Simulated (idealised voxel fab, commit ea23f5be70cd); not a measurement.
A process module follows: voxel lift off.
FYI the section here is cut, 230 nm wide, cells are 5 nm squares.
This document writes a cross-section as a grid whose cells are square, and gives it as bands, listed from the top down; one or more rows of cells form a band. It is stipulated that each band's entry specify, in nanometres, the height of the top of the band and then that of its bottom, followed by the materials of the band in left-to-right sequence, each together with its width in nanometres. A single material marked by the word "all across" is understood to fill the band from edge to edge; the word "blank" is understood to denote empty space. Zero point of the height axis is 0; under it, received wafer = one material. Lowest band: continues down indefinitely, "0 and below". A width given as "30->40" starts at the first number in the band's top row and ends at the second number in its bottom row, shifting by an equal amount at every step from row to row. The designation "no alterations made", where it is given for a processing step, indicates that no cell of the cross-section was altered in the course of that step. "Cavities, sealed" means: voids of 8 cells or more that are shut off from the top with no open way through. Written width x height at distance, distance from the left edge, in nm. If you see something after the settings on a step's line, that's the simulator's own remark about that step. overlay nm: right-of-plan distance of the mask on a masked step; negative values mean left-of-plan.
## Intended process steps
step 1: op RECEIVE | material Si
step 2: op CONFORMAL_DEP | material SiN | thk nm 5
step 3: op PATTERN | tone open | mask id LINES | material resist | width nm 15 | pitch nm 30 | thk nm 30 | overlay nm 0
step 4: op DIRECTIONAL_DEP | material Ru | thk nm 15
step 5: op STRIP | etch materials resist
step 6: op CONFORMAL_DEP | material SiO2 | thk nm 5
## Cross-section of the incoming wafer, state after step 1
    0 and below  Si all across
    Cavities, sealed: none
## The module was run from the start shown above using the plan shown above, but one mistake was made doing it; the resulting wafer cross-section is below
    25 down to 20  blank=75, then SiO2=25, then blank=5, then SiO2=25, then blank=100
    20 down to 10  blank=75, then SiO2=5, then Ru=15, then SiO2=5, then blank=5, then SiO2=5, then Ru=15, then SiO2=5, then blank=100
    10 down to 5  SiO2=80, then Ru=15, then SiO2=15, then Ru=15, then SiO2=105
    5 down to 0  SiN all across
    0 and below  Si all across
    Cavities, sealed: none
Want to know what went wrong? note that step 3 departed from the planned setting and was carried out as op PATTERN | tone open | mask id LINES | material resist | width nm 15 | pitch nm 30 | thk nm 30 | overlay nm -10
